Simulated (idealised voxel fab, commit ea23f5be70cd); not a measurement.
process module | voxel capacitor over wiring
The cross-section on display is named cut; it measures 200 nm wide, and its cells are 5 nm squares.
Reading order for cross-sections: top band down to bottom band. Underlying form: a grid of square cells. Band size: one or more rows of cells. Look at the band entry: it leads with the top's height and the bottom's height in nm. Then it lists the materials left to right, with a width in nm for each. The word "edge to edge" on a single material says that material fills the band edge to edge. The word "empty" is empty space. Zero point of the height axis is 0; under it, received wafer = one material. Lowest band: continues down indefinitely, "0 and below". Note: "30 to 40" means the width goes from the first number (top row of the band) to the second number (bottom row) in equal steps per row of cells. When a step is marked "remained the same", none of the cells in the cross-section changed during that step. In "Closed void list" the enclosed voids are listed, meaning empty spaces of 8 cells or larger without any opening to the top. The form is width x height at distance, distance from the left edge, units nm. If you see something after the settings on a step's line, that's the simulator's own remark about that step. overlay nm: for a step with a mask, the amount by which the mask lay right of where it was planned; a negative amount means left of it. Layout of what follows: cross-section pairs, each bracketing one process step, the after cross-section shown only to the lowest band that changed, the step between and its settings noted under each pair. Pairs may originate in different runs of this module on the same starting wafer; a pair continues from the pair above only where its entry headed "State before step" says so.
STATE BEFORE STEP
105 down to 90  SiO2 edge to edge
90 down to 85  SiO2=50, then TiN=25, then SiO2=125
85 down to 80  SiO2=50, then Al2O3=25, then SiO2=125
80 down to 75  SiO2=45, then TiN=80, then SiO2=75
75 down to 70  SiO2=45, then TiN=30, then Al2O3=50, then SiO2=75
70 down to 60  SiO2=40, then Ru=35, then TiN=55, then SiO2=70
60 down to 45  lowk=50, then Ru=15, then lowk=135
45 down to 40  SiCN=50, then Ru=15, then SiCN=135
40 down to 20  lowk=35, then Ru=30, then lowk=70, then Ru=30, then lowk=35
20 down to 15  lowk=35, then TiN=30, then lowk=70, then TiN=30, then lowk=35
15 down to 0  SiO2 edge to edge
0 and below  Si edge to edge
Closed void list: none
RESULTANT CROSS-SECTION
90 down to 85  SiO2=50, then TiN=25, then SiO2=125
Under 85: no change, same as before.
Closed void list: none
Going from one cross-section above to the next, the wafer undergoes CMP | height nm 90
State before step: The structure entering this step is exactly what the pair just above shows after its step.
RESULTANT CROSS-SECTION
105 down to 90  aC edge to edge
Under 90: no change, same as before.
Closed void list: none
Going from one cross-section above to the next, the wafer undergoes DIRECTIONAL_DEP | material aC | thk nm 15
State before step: The structure entering this step is exactly what the pair just above shows after its step.
RESULTANT CROSS-SECTION
135 down to 105  resist=60, then empty=15, then resist=125
Under 105: no change, same as before.
Closed void list: none
Going from one cross-section above to the next, the wafer undergoes PATTERN | tone open | mask id PLUG_2 | material resist | width nm 15 | thk nm 30 | overlay nm 0
State before step: The structure entering this step is exactly what the pair just above shows after its step.
RESULTANT CROSS-SECTION
120 down to 105  resist=60, then empty=15, then resist=125
105 down to 90  aC=60, then empty=15, then aC=125
Under 90: no change, same as before.
Closed void list: none
Going from one cross-section above to the next, the wafer undergoes DIRECTIONAL_ETCH | etch materials aC | depth nm 15
State before step: The structure entering this step is exactly what the pair just above shows after its step.
RESULTANT CROSS-SECTION
105 down to 90  aC=60, then empty=15, then aC=125
Under 90: no change, same as before.
Closed void list: none
Going from one cross-section above to the next, the wafer undergoes STRIP | etch materials resist
State before step: The structure entering this step is exactly what the pair just above shows after its step.
RESULTANT CROSS-SECTION
90 down to 85  SiO2=50, then TiN=25, then SiO2=125
Under 85: no change, same as before.
Closed void list: none
Going from one cross-section above to the next, the wafer undergoes STRIP | etch materials aC
State before step: The structure entering this step is exactly what the pair just above shows after its step.
RESULTANT CROSS-SECTION
95 down to 90  TiN edge to edge
Under 90: no change, same as before.
Closed void list: none
Going from one cross-section above to the next, the wafer undergoes CONFORMAL_DEP | material TiN | thk nm 5
State before step: The structure entering this step is exactly what the pair just above shows after its step.
RESULTANT CROSS-SECTION
105 down to 95  Ru edge to edge
Under 95: no change, same as before.
Closed void list: none
Going from one cross-section above to the next, the wafer undergoes FILL_DEP | material Ru | thk nm 10
State before step: The structure entering this step is exactly what the pair just above shows after its step.
RESULTANT CROSS-SECTION
90 down to 85  SiO2=50, then TiN=25, then SiO2=125
Under 85: no change, same as before.
Closed void list: none
Going from one cross-section above to the next, the wafer undergoes CMP | height nm 90
State before step: The structure entering this step is exactly what the pair just above shows after its step.
RESULTANT CROSS-SECTION
95 down to 90  SiCN edge to edge
Under 90: no change, same as before.
Closed void list: none
Going from one cross-section above to the next, the wafer undergoes CONFORMAL_DEP | material SiCN | thk nm 5
STATE BEFORE STEP
40 down to 20  lowk=35, then Ru=30, then lowk=70, then Ru=30, then lowk=35
20 down to 15  lowk=35, then TiN=30, then lowk=70, then TiN=30, then lowk=35
15 down to 0  SiO2 edge to edge
0 and below  Si edge to edge
Closed void list: none
RESULTANT CROSS-SECTION
55 down to 40  lowk edge to edge
Under 40: no change, same as before.
Closed void list: none
Going from one cross-section above to the next, the wafer undergoes DIRECTIONAL_DEP | material lowk | thk nm 15
State before step: The structure entering this step is exactly what the pair just above shows after its step.
RESULTANT CROSS-SECTION
60 down to 55  SiCN edge to edge
Under 55: no change, same as before.
Closed void list: none
Going from one cross-section above to the next, the wafer undergoes CONFORMAL_DEP | material SiCN | thk nm 5
State before step: The structure entering this step is exactly what the pair just above shows after its step.
RESULTANT CROSS-SECTION
75 down to 60  aC edge to edge
Under 60: no change, same as before.
Closed void list: none
Going from one cross-section above to the next, the wafer undergoes DIRECTIONAL_DEP | material aC | thk nm 15
State before step: The structure entering this step is exactly what the pair just above shows after its step.
RESULTANT CROSS-SECTION
110 down to 75  resist=50, then empty=15, then resist=135
Under 75: no change, same as before.
Closed void list: none
Going from one cross-section above to the next, the wafer undergoes PATTERN | tone open | mask id PLUG_1 | material resist | width nm 15 | thk nm 35 | overlay nm 0
State before step: The structure entering this step is exactly what the pair just above shows after its step.
RESULTANT CROSS-SECTION
95 down to 75  resist=50, then empty=15, then resist=135
75 down to 60  aC=50, then empty=15, then aC=135
Under 60: no change, same as before.
Closed void list: none
Going from one cross-section above to the next, the wafer undergoes DIRECTIONAL_ETCH | etch materials aC | depth nm 15
State before step: The structure entering this step is exactly what the pair just above shows after its step.
RESULTANT CROSS-SECTION
75 down to 60  aC=50, then empty=15, then aC=135
Under 60: no change, same as before.
Closed void list: none
Going from one cross-section above to the next, the wafer undergoes STRIP | etch materials resist
State before step: The structure entering this step is exactly what the pair just above shows after its step.
RESULTANT CROSS-SECTION
75 down to 60  aC=50, then empty=15, then aC=135
60 down to 55  SiCN=50, then empty=15, then SiCN=135
Under 55: no change, same as before.
Closed void list: none
Going from one cross-section above to the next, the wafer undergoes DIRECTIONAL_ETCH | etch materials SiCN | depth nm 5
State before step: The structure entering this step is exactly what the pair just above shows after its step.
RESULTANT CROSS-SECTION
60 down to 55  SiCN=50, then empty=15, then SiCN=135
Under 55: no change, same as before.
Closed void list: none
Going from one cross-section above to the next, the wafer undergoes STRIP | etch materials aC
State before step: The structure entering this step is exactly what the pair just above shows after its step.
RESULTANT CROSS-SECTION
70 down to 65  TiN=50, then empty=15, then TiN=135
65 down to 60  TiN edge to edge
60 down to 55  SiCN=50, then TiN=15, then SiCN=135
Under 55: no change, same as before.
Closed void list: none
Going from one cross-section above to the next, the wafer undergoes DIRECTIONAL_DEP | material TiN | thk nm 10
State before step: The structure entering this step is exactly what the pair just above shows after its step.
RESULTANT CROSS-SECTION
75 down to 70  Al2O3=50, then empty=15, then Al2O3=135
70 down to 65  TiN=50, then Al2O3=15, then TiN=135
Under 65: no change, same as before.
Closed void list: none
Going from one cross-section above to the next, the wafer undergoes DIRECTIONAL_DEP | material Al2O3 | thk nm 5
State before step: The structure entering this step is exactly what the pair just above shows after its step.
RESULTANT CROSS-SECTION
80 down to 75  TiN=50, then empty=15, then TiN=135
75 down to 70  Al2O3=50, then TiN=15, then Al2O3=135
Under 70: no change, same as before.
Closed void list: none
Going from one cross-section above to the next, the wafer undergoes DIRECTIONAL_DEP | material TiN | thk nm 5
State before step: The structure entering this step is exactly what the pair just above shows after its step.
RESULTANT CROSS-SECTION
95 down to 80  empty=50, then resist=75, then empty=75
80 down to 75  TiN=50, then resist=15, then TiN=135
Under 75: no change, same as before.
Closed void list: none
Going from one cross-section above to the next, the wafer undergoes PATTERN | tone cover | mask id UPPER_PLATE | material resist | width nm 75 | thk nm 15 | overlay nm 0
State before step: The structure entering this step is exactly what the pair just above shows after its step.
RESULTANT CROSS-SECTION
95 down to 80  empty=50, then resist=75, then empty=75
80 down to 75  empty=50, then resist=15, then TiN=60, then empty=75
Under 75: no change, same as before.
Closed void list: none
Going from one cross-section above to the next, the wafer undergoes DIRECTIONAL_ETCH | etch materials TiN | depth nm 5
State before step: The structure entering this step is exactly what the pair just above shows after its step.
RESULTANT CROSS-SECTION
95 down to 80  empty=50, then resist=75, then empty=75
80 down to 75  empty=50, then resist=15, then TiN=60, then empty=75
75 down to 70  empty=50, then TiN=15, then Al2O3=60, then empty=75
Under 70: no change, same as before.
Closed void list: none
Going from one cross-section above to the next, the wafer undergoes DIRECTIONAL_ETCH | etch materials Al2O3 | depth nm 5
State before step: The structure entering this step is exactly what the pair just above shows after its step.
RESULTANT CROSS-SECTION
80 down to 75  empty=65, then TiN=60, then empty=75
Under 75: no change, same as before.
Closed void list: none
Going from one cross-section above to the next, the wafer undergoes STRIP | etch materials resist
State before step: The structure entering this step is exactly what the pair just above shows after its step.
RESULTANT CROSS-SECTION
90 down to 80  empty=65 to 50, then aC=60 to 75, then empty=75
80 down to 75  aC=65, then TiN=60, then aC=75
75 down to 70  aC=50, then TiN=15, then Al2O3=60, then aC=75
Under 70: no change, same as before.
Closed void list: none
Going from one cross-section above to the next, the wafer undergoes DIRECTIONAL_DEP | material aC | thk nm 10
State before step: The structure entering this step is exactly what the pair just above shows after its step.
RESULTANT CROSS-SECTION
115 down to 90  empty=45, then resist=85, then empty=70
90 down to 80  empty=45, then resist=20 to 5, then aC=60 to 75, then resist=5, then empty=70
Under 80: no change, same as before.
Closed void list: none
Going from one cross-section above to the next, the wafer undergoes PATTERN | tone cover | mask id LOWER_PLATE | material resist | width nm 85 | thk nm 25 | overlay nm 0
State before step: The structure entering this step is exactly what the pair just above shows after its step.
RESULTANT CROSS-SECTION
105 down to 90  empty=45, then resist=85, then empty=70
90 down to 80  empty=45, then resist=20 to 5, then aC=60 to 75, then resist=5, then empty=70
80 down to 75  empty=45, then aC=20, then TiN=60, then aC=5, then empty=70
75 down to 70  empty=45, then aC=5, then TiN=15, then Al2O3=60, then aC=5, then empty=70
Under 70: no change, same as before.
Closed void list: none
Going from one cross-section above to the next, the wafer undergoes DIRECTIONAL_ETCH | etch materials aC | depth nm 10
State before step: The structure entering this step is exactly what the pair just above shows after its step.
RESULTANT CROSS-SECTION
90 down to 80  empty=65 to 50, then aC=60 to 75, then empty=75
Under 80: no change, same as before.
Closed void list: none
Going from one cross-section above to the next, the wafer undergoes STRIP | etch materials resist
State before step: The structure entering this step is exactly what the pair just above shows after its step.
RESULTANT CROSS-SECTION
90 down to 80  empty=65 to 50, then aC=60 to 75, then empty=75
80 down to 75  empty=45, then aC=20, then TiN=60, then aC=5, then empty=70
75 down to 70  empty=45, then aC=5, then TiN=15, then Al2O3=60, then aC=5, then empty=70
70 down to 65  empty=45, then TiN=5, then Al2O3=15, then TiN=65, then empty=70
65 down to 60  empty=45, then TiN=85, then empty=70
Under 60: no change, same as before.
Closed void list: none
Going from one cross-section above to the next, the wafer undergoes DIRECTIONAL_ETCH | etch materials TiN | depth nm 10
State before step: The structure entering this step is exactly what the pair just above shows after its step.
RESULTANT CROSS-SECTION
80 down to 75  empty=65, then TiN=60, then empty=75
75 down to 70  empty=50, then TiN=15, then Al2O3=60, then empty=75
Under 70: no change, same as before.
Closed void list: none
Going from one cross-section above to the next, the wafer undergoes STRIP | etch materials aC
State before step: The structure entering this step is exactly what the pair just above shows after its step.
RESULTANT CROSS-SECTION
95 down to 80  SiO2 edge to edge
80 down to 75  SiO2=65, then TiN=60, then SiO2=75
75 down to 70  SiO2=50, then TiN=15, then Al2O3=60, then SiO2=75
70 down to 65  SiO2=45, then TiN=5, then Al2O3=15, then TiN=65, then SiO2=70
65 down to 60  SiO2=45, then TiN=85, then SiO2=70
Under 60: no change, same as before.
Closed void list: none
Going from one cross-section above to the next, the wafer undergoes FILL_DEP | material SiO2 | thk nm 15
State before step: The structure entering this step is exactly what the pair just above shows after its step.
RESULTANT CROSS-SECTION
90 down to 80  SiO2 edge to edge
Under 80: no change, same as before.
Closed void list: none
Going from one cross-section above to the next, the wafer undergoes CMP | height nm 90
State before step: The structure entering this step is exactly what the pair just above shows after its step.
RESULTANT CROSS-SECTION
105 down to 90  aC edge to edge
Under 90: no change, same as before.
Closed void list: none
Going from one cross-section above to the next, the wafer undergoes DIRECTIONAL_DEP | material aC | thk nm 15
State before step: The structure entering this step is exactly what the pair just above shows after its step.
RESULTANT CROSS-SECTION
135 down to 105  resist=60, then empty=15, then resist=125
Under 105: no change, same as before.
Closed void list: none
Going from one cross-section above to the next, the wafer undergoes PATTERN | tone open | mask id PLUG_2 | material resist | width nm 15 | thk nm 30 | overlay nm 0
State before step: The structure entering this step is exactly what the pair just above shows after its step.
RESULTANT CROSS-SECTION
120 down to 105  resist=60, then empty=15, then resist=125
105 down to 90  aC=60, then empty=15, then aC=125
Under 90: no change, same as before.
Closed void list: none
Going from one cross-section above to the next, the wafer undergoes DIRECTIONAL_ETCH | etch materials aC | depth nm 15
State before step: The structure entering this step is exactly what the pair just above shows after its step.
RESULTANT CROSS-SECTION
105 down to 90  aC=60, then empty=15, then aC=125
Under 90: no change, same as before.
Closed void list: none
Going from one cross-section above to the next, the wafer undergoes STRIP | etch materials resist
State before step: The structure entering this step is exactly what the pair just above shows after its step.
RESULTANT CROSS-SECTION
105 down to 90  aC=60, then empty=15, then aC=125
90 down to 80  SiO2=60, then empty=15, then SiO2=125
Under 80: no change, same as before.
Closed void list: none
Going from one cross-section above to the next, the wafer undergoes DIRECTIONAL_ETCH | etch materials SiO2 | depth nm 10
State before step: The structure entering this step is exactly what the pair just above shows after its step.
RESULTANT CROSS-SECTION
90 down to 80  SiO2=60, then empty=15, then SiO2=125
Under 80: no change, same as before.
Closed void list: none
Going from one cross-section above to the next, the wafer undergoes STRIP | etch materials aC
State before step: The structure entering this step is exactly what the pair just above shows after its step.
RESULTANT CROSS-SECTION
95 down to 90  TiN=65, then empty=5, then TiN=130
90 down to 85  SiO2=60, then TiN=5, then empty=5, then TiN=5, then SiO2=125
85 down to 75  SiO2=60 to 65, then TiN=15 to 60, then SiO2=125 to 75
Under 75: no change, same as before.
Closed void list: none
Going from one cross-section above to the next, the wafer undergoes CONFORMAL_DEP | material TiN | thk nm 5
State before step: The structure entering this step is exactly what the pair just above shows after its step.
RESULTANT CROSS-SECTION
105 down to 95  Ru edge to edge
95 down to 90  TiN=65, then Ru=5, then TiN=130
90 down to 85  SiO2=60, then TiN=5, then Ru=5, then TiN=5, then SiO2=125
Under 85: no change, same as before.
Closed void list: none
Going from one cross-section above to the next, the wafer undergoes FILL_DEP | material Ru | thk nm 10
State before step: The structure entering this step is exactly what the pair just above shows after its step.
RESULTANT CROSS-SECTION
90 down to 85  SiO2=60, then TiN=5, then Ru=5, then TiN=5, then SiO2=125
Under 85: no change, same as before.
Closed void list: none
Going from one cross-section above to the next, the wafer undergoes CMP | height nm 90
State before step: The structure entering this step is exactly what the pair just above shows after its step.
RESULTANT CROSS-SECTION
95 down to 90  SiCN edge to edge
Under 90: no change, same as before.
Closed void list: none
Going from one cross-section above to the next, the wafer undergoes CONFORMAL_DEP | material SiCN | thk nm 5
STATE BEFORE STEP
105 down to 95  Ru edge to edge
95 down to 90  TiN=65, then Ru=5, then TiN=130
90 down to 85  SiO2=60, then TiN=5, then Ru=5, then TiN=5, then SiO2=125
85 down to 75  SiO2=60 to 50, then TiN=15 to 75, then SiO2=125 to 75
75 down to 70  SiO2=50, then Al2O3=75, then SiO2=75
70 down to 60  SiO2=45, then TiN=85, then SiO2=70
60 down to 45  lowk=50, then Ru=15, then lowk=135
45 down to 40  SiCN=50, then Ru=15, then SiCN=135
40 down to 20  lowk=35, then Ru=30, then lowk=70, then Ru=30, then lowk=35
20 down to 15  lowk=35, then TiN=30, then lowk=70, then TiN=30, then lowk=35
15 down to 0  SiO2 edge to edge
0 and below  Si edge to edge
Closed void list: none
RESULTANT CROSS-SECTION
85 down to 75  SiO2=60 to 50, then TiN=15 to 75, then SiO2=125 to 75
Under 75: no change, same as before.
Closed void list: none
Going from one cross-section above to the next, the wafer undergoes CMP | height nm 85
State before step: The structure entering this step is exactly what the pair just above shows after its step.
RESULTANT CROSS-SECTION
90 down to 85  SiCN edge to edge
Under 85: no change, same as before.
Closed void list: none
Going from one cross-section above to the next, the wafer undergoes CONFORMAL_DEP | material SiCN | thk nm 5
STATE BEFORE STEP
50 down to 40  aC edge to edge
40 down to 20  Ru edge to edge
20 down to 15  TiN edge to edge
15 down to 0  SiO2 edge to edge
0 and below  Si edge to edge
Closed void list: none
RESULTANT CROSS-SECTION
75 down to 50  empty=30, then resist=40, then empty=60, then resist=40, then empty=30
Under 50: no change, same as before.
Closed void list: none
Going from one cross-section above to the next, the wafer undergoes PATTERN | tone cover | mask id METAL_1 | material resist | width nm 40 | pitch nm 100 | thk nm 25 | overlay nm 0
State before step: The structure entering this step is exactly what the pair just above shows after its step.
RESULTANT CROSS-SECTION
65 down to 50  empty=30, then resist=40, then empty=60, then resist=40, then empty=30
50 down to 40  empty=30, then aC=40, then empty=60, then aC=40, then empty=30
Under 40: no change, same as before.
Closed void list: none
Going from one cross-section above to the next, the wafer undergoes DIRECTIONAL_ETCH | etch materials aC | depth nm 10
State before step: The structure entering this step is exactly what the pair just above shows after its step.
RESULTANT CROSS-SECTION
50 down to 40  empty=30, then aC=40, then empty=60, then aC=40, then empty=30
Under 40: no change, same as before.
Closed void list: none
Going from one cross-section above to the next, the wafer undergoes STRIP | etch materials resist
State before step: The structure entering this step is exactly what the pair just above shows after its step.
RESULTANT CROSS-SECTION
50 down to 40  empty=30, then aC=40, then empty=60, then aC=40, then empty=30
40 down to 20  empty=30, then Ru=40, then empty=60, then Ru=40, then empty=30
Under 20: no change, same as before.
Closed void list: none
Going from one cross-section above to the next, the wafer undergoes DIRECTIONAL_ETCH | etch materials Ru | depth nm 20
State before step: The structure entering this step is exactly what the pair just above shows after its step.
RESULTANT CROSS-SECTION
50 down to 40  empty=30, then aC=40, then empty=60, then aC=40, then empty=30
40 down to 20  empty=30, then Ru=40, then empty=60, then Ru=40, then empty=30
20 down to 15  empty=30, then TiN=40, then empty=60, then TiN=40, then empty=30
Under 15: no change, same as before.
Closed void list: none
Going from one cross-section above to the next, the wafer undergoes DIRECTIONAL_ETCH | etch materials TiN | depth nm 5
State before step: The structure entering this step is exactly what the pair just above shows after its step.
RESULTANT CROSS-SECTION
40 down to 20  empty=30, then Ru=40, then empty=60, then Ru=40, then empty=30
Under 20: no change, same as before.
Closed void list: none
Going from one cross-section above to the next, the wafer undergoes STRIP | etch materials aC
State before step: The structure entering this step is exactly what the pair just above shows after its step.
RESULTANT CROSS-SECTION
50 down to 40  lowk edge to edge
40 down to 20  lowk=30, then Ru=40, then lowk=60, then Ru=40, then lowk=30
20 down to 15  lowk=30, then TiN=40, then lowk=60, then TiN=40, then lowk=30
Under 15: no change, same as before.
Closed void list: none
Going from one cross-section above to the next, the wafer undergoes FILL_DEP | material lowk | thk nm 10
State before step: The structure entering this step is exactly what the pair just above shows after its step.
RESULTANT CROSS-SECTION
40 down to 20  lowk=30, then Ru=40, then lowk=60, then Ru=40, then lowk=30
Under 20: no change, same as before.
Closed void list: none
Going from one cross-section above to the next, the wafer undergoes CMP | height nm 40
State before step: The structure entering this step is exactly what the pair just above shows after its step.
RESULTANT CROSS-SECTION
45 down to 40  SiCN edge to edge
Under 40: no change, same as before.
Closed void list: none
Going from one cross-section above to the next, the wafer undergoes CONFORMAL_DEP | material SiCN | thk nm 5
State before step: The structure entering this step is exactly what the pair just above shows after its step.
RESULTANT CROSS-SECTION
60 down to 45  lowk edge to edge
Under 45: no change, same as before.
Closed void list: none
Going from one cross-section above to the next, the wafer undergoes DIRECTIONAL_DEP | material lowk | thk nm 15
State before step: The structure entering this step is exactly what the pair just above shows after its step.
RESULTANT CROSS-SECTION
75 down to 60  aC edge to edge
Under 60: no change, same as before.
Closed void list: none
Going from one cross-section above to the next, the wafer undergoes DIRECTIONAL_DEP | material aC | thk nm 15
State before step: The structure entering this step is exactly what the pair just above shows after its step.
RESULTANT CROSS-SECTION
110 down to 75  resist=50, then empty=15, then resist=135
Under 75: no change, same as before.
Closed void list: none
Going from one cross-section above to the next, the wafer undergoes PATTERN | tone open | mask id PLUG_1 | material resist | width nm 15 | thk nm 35 | overlay nm 0
State before step: The structure entering this step is exactly what the pair just above shows after its step.
RESULTANT CROSS-SECTION
95 down to 75  resist=50, then empty=15, then resist=135
75 down to 60  aC=50, then empty=15, then aC=135
Under 60: no change, same as before.
Closed void list: none
Going from one cross-section above to the next, the wafer undergoes DIRECTIONAL_ETCH | etch materials aC | depth nm 15
State before step: The structure entering this step is exactly what the pair just above shows after its step.
RESULTANT CROSS-SECTION
75 down to 60  aC=50, then empty=15, then aC=135
Under 60: no change, same as before.
Closed void list: none
Going from one cross-section above to the next, the wafer undergoes STRIP | etch materials resist
State before step: The structure entering this step is exactly what the pair just above shows after its step.
RESULTANT CROSS-SECTION
75 down to 60  aC=50, then empty=15, then aC=135
60 down to 45  lowk=50, then empty=15, then lowk=135
Under 45: no change, same as before.
Closed void list: none
Going from one cross-section above to the next, the wafer undergoes DIRECTIONAL_ETCH | etch materials lowk | depth nm 15
State before step: The structure entering this step is exactly what the pair just above shows after its step.
RESULTANT CROSS-SECTION
75 down to 60  aC=50, then empty=15, then aC=135
60 down to 45  lowk=50, then empty=15, then lowk=135
45 down to 40  SiCN=50, then empty=15, then SiCN=135
Under 40: no change, same as before.
Closed void list: none
Going from one cross-section above to the next, the wafer undergoes DIRECTIONAL_ETCH | etch materials SiCN | depth nm 5
State before step: The structure entering this step is exactly what the pair just above shows after its step.
RESULTANT CROSS-SECTION
60 down to 45  lowk=50, then empty=15, then lowk=135
Under 45: no change, same as before.
Closed void list: none
Going from one cross-section above to the next, the wafer undergoes STRIP | etch materials aC
State before step: The structure entering this step is exactly what the pair just above shows after its step.
RESULTANT CROSS-SECTION
60 down to 50  lowk=50, then empty=15, then lowk=135
50 down to 45  lowk=50, then Ru=15, then lowk=135
45 down to 40  SiCN=50, then Ru=15, then SiCN=135
Under 40: no change, same as before.
Closed void list: none
Going from one cross-section above to the next, the wafer undergoes EPI | material Ru | thk nm 10
State before step: The structure entering this step is exactly what the pair just above shows after its step.
RESULTANT CROSS-SECTION
60 down to 45  lowk=50, then Ru=15, then lowk=135
Under 45: no change, same as before.
Closed void list: none
Going from one cross-section above to the next, the wafer undergoes EPI | material Ru | thk nm 10
State before step: The structure entering this step is exactly what the pair just above shows after its step.
RESULTANT CROSS-SECTION
70 down to 60  TiN edge to edge
Under 60: no change, same as before.
Closed void list: none
Going from one cross-section above to the next, the wafer undergoes DIRECTIONAL_DEP | material TiN | thk nm 10
State before step: The structure entering this step is exactly what the pair just above shows after its step.
RESULTANT CROSS-SECTION
75 down to 70  Al2O3 edge to edge
Under 70: no change, same as before.
Closed void list: none
Going from one cross-section above to the next, the wafer undergoes DIRECTIONAL_DEP | material Al2O3 | thk nm 5
State before step: The structure entering this step is exactly what the pair just above shows after its step.
RESULTANT CROSS-SECTION
80 down to 75  TiN edge to edge
Under 75: no change, same as before.
Closed void list: none
Going from one cross-section above to the next, the wafer undergoes DIRECTIONAL_DEP | material TiN | thk nm 5
State before step: The structure entering this step is exactly what the pair just above shows after its step.
RESULTANT CROSS-SECTION
95 down to 80  empty=50, then resist=75, then empty=75
Under 80: no change, same as before.
Closed void list: none
Going from one cross-section above to the next, the wafer undergoes PATTERN | tone cover | mask id UPPER_PLATE | material resist | width nm 75 | thk nm 15 | overlay nm 0
State before step: The structure entering this step is exactly what the pair just above shows after its step.
RESULTANT CROSS-SECTION
95 down to 80  empty=50, then resist=75, then empty=75
80 down to 75  empty=50, then TiN=75, then empty=75
Under 75: no change, same as before.
Closed void list: none
Going from one cross-section above to the next, the wafer undergoes DIRECTIONAL_ETCH | etch materials TiN | depth nm 5
State before step: The structure entering this step is exactly what the pair just above shows after its step.
RESULTANT CROSS-SECTION
95 down to 80  empty=50, then resist=75, then empty=75
80 down to 75  empty=50, then TiN=75, then empty=75
75 down to 70  empty=50, then Al2O3=75, then empty=75
Under 70: no change, same as before.
Closed void list: none
Going from one cross-section above to the next, the wafer undergoes DIRECTIONAL_ETCH | etch materials Al2O3 | depth nm 5
State before step: The structure entering this step is exactly what the pair just above shows after its step.
RESULTANT CROSS-SECTION
80 down to 75  empty=50, then TiN=75, then empty=75
Under 75: no change, same as before.
Closed void list: none
Going from one cross-section above to the next, the wafer undergoes STRIP | etch materials resist
State before step: The structure entering this step is exactly what the pair just above shows after its step.
RESULTANT CROSS-SECTION
90 down to 80  empty=50, then aC=75, then empty=75
80 down to 75  aC=50, then TiN=75, then aC=75
75 down to 70  aC=50, then Al2O3=75, then aC=75
Under 70: no change, same as before.
Closed void list: none
Going from one cross-section above to the next, the wafer undergoes DIRECTIONAL_DEP | material aC | thk nm 10
State before step: The structure entering this step is exactly what the pair just above shows after its step.
RESULTANT CROSS-SECTION
115 down to 90  empty=45, then resist=85, then empty=70
90 down to 80  empty=45, then resist=5, then aC=75, then resist=5, then empty=70
Under 80: no change, same as before.
Closed void list: none
Going from one cross-section above to the next, the wafer undergoes PATTERN | tone cover | mask id LOWER_PLATE | material resist | width nm 85 | thk nm 25 | overlay nm 0
State before step: The structure entering this step is exactly what the pair just above shows after its step.
RESULTANT CROSS-SECTION
105 down to 90  empty=45, then resist=85, then empty=70
90 down to 80  empty=45, then resist=5, then aC=75, then resist=5, then empty=70
80 down to 75  empty=45, then aC=5, then TiN=75, then aC=5, then empty=70
75 down to 70  empty=45, then aC=5, then Al2O3=75, then aC=5, then empty=70
Under 70: no change, same as before.
Closed void list: none
Going from one cross-section above to the next, the wafer undergoes DIRECTIONAL_ETCH | etch materials aC | depth nm 10
State before step: The structure entering this step is exactly what the pair just above shows after its step.
RESULTANT CROSS-SECTION
90 down to 80  empty=50, then aC=75, then empty=75
Under 80: no change, same as before.
Closed void list: none
Going from one cross-section above to the next, the wafer undergoes STRIP | etch materials resist
State before step: The structure entering this step is exactly what the pair just above shows after its step.
RESULTANT CROSS-SECTION
90 down to 80  empty=50, then aC=75, then empty=75
80 down to 75  empty=45, then aC=5, then TiN=75, then aC=5, then empty=70
75 down to 70  empty=45, then aC=5, then Al2O3=75, then aC=5, then empty=70
70 down to 60  empty=45, then TiN=85, then empty=70
Under 60: no change, same as before.
Closed void list: none
Going from one cross-section above to the next, the wafer undergoes DIRECTIONAL_ETCH | etch materials TiN | depth nm 10
State before step: The structure entering this step is exactly what the pair just above shows after its step.
RESULTANT CROSS-SECTION
80 down to 75  empty=50, then TiN=75, then empty=75
75 down to 70  empty=50, then Al2O3=75, then empty=75
Under 70: no change, same as before.
Closed void list: none
Going from one cross-section above to the next, the wafer undergoes STRIP | etch materials aC
State before step: The structure entering this step is exactly what the pair just above shows after its step.
RESULTANT CROSS-SECTION
95 down to 80  SiO2 edge to edge
80 down to 75  SiO2=50, then TiN=75, then SiO2=75
75 down to 70  SiO2=50, then Al2O3=75, then SiO2=75
70 down to 60  SiO2=45, then TiN=85, then SiO2=70
Under 60: no change, same as before.
Closed void list: none
Going from one cross-section above to the next, the wafer undergoes FILL_DEP | material SiO2 | thk nm 15
State before step: The structure entering this step is exactly what the pair just above shows after its step.
RESULTANT CROSS-SECTION
90 down to 80  SiO2 edge to edge
Under 80: no change, same as before.
Closed void list: none
Going from one cross-section above to the next, the wafer undergoes CMP | height nm 90
State before step: The structure entering this step is exactly what the pair just above shows after its step.
RESULTANT CROSS-SECTION
105 down to 90  aC edge to edge
Under 90: no change, same as before.
Closed void list: none
Going from one cross-section above to the next, the wafer undergoes DIRECTIONAL_DEP | material aC | thk nm 15
State before step: The structure entering this step is exactly what the pair just above shows after its step.
RESULTANT CROSS-SECTION
135 down to 105  resist=60, then empty=15, then resist=125
Under 105: no change, same as before.
Closed void list: none
Going from one cross-section above to the next, the wafer undergoes PATTERN | tone open | mask id PLUG_2 | material resist | width nm 15 | thk nm 30 | overlay nm 0
State before step: The structure entering this step is exactly what the pair just above shows after its step.
RESULTANT CROSS-SECTION
120 down to 105  resist=60, then empty=15, then resist=125
105 down to 90  aC=60, then empty=15, then aC=125
Under 90: no change, same as before.
Closed void list: none
Going from one cross-section above to the next, the wafer undergoes DIRECTIONAL_ETCH | etch materials aC | depth nm 15
State before step: The structure entering this step is exactly what the pair just above shows after its step.
RESULTANT CROSS-SECTION
105 down to 90  aC=60, then empty=15, then aC=125
Under 90: no change, same as before.
Closed void list: none
Going from one cross-section above to the next, the wafer undergoes STRIP | etch materials resist
State before step: The structure entering this step is exactly what the pair just above shows after its step.
RESULTANT CROSS-SECTION
105 down to 90  aC=60, then empty=15, then aC=125
90 down to 80  SiO2=60, then empty=15, then SiO2=125
Under 80: no change, same as before.
Closed void list: none
Going from one cross-section above to the next, the wafer undergoes DIRECTIONAL_ETCH | etch materials SiO2 | depth nm 10
State before step: The structure entering this step is exactly what the pair just above shows after its step.
RESULTANT CROSS-SECTION
90 down to 80  SiO2=60, then empty=15, then SiO2=125
Under 80: no change, same as before.
Closed void list: none
Going from one cross-section above to the next, the wafer undergoes STRIP | etch materials aC
State before step: The structure entering this step is exactly what the pair just above shows after its step.
RESULTANT CROSS-SECTION
95 down to 90  TiN=65, then empty=5, then TiN=130
90 down to 85  SiO2=60, then TiN=5, then empty=5, then TiN=5, then SiO2=125
85 down to 75  SiO2=60 to 50, then TiN=15 to 75, then SiO2=125 to 75
Under 75: no change, same as before.
Closed void list: none
Going from one cross-section above to the next, the wafer undergoes CONFORMAL_DEP | material TiN | thk nm 5
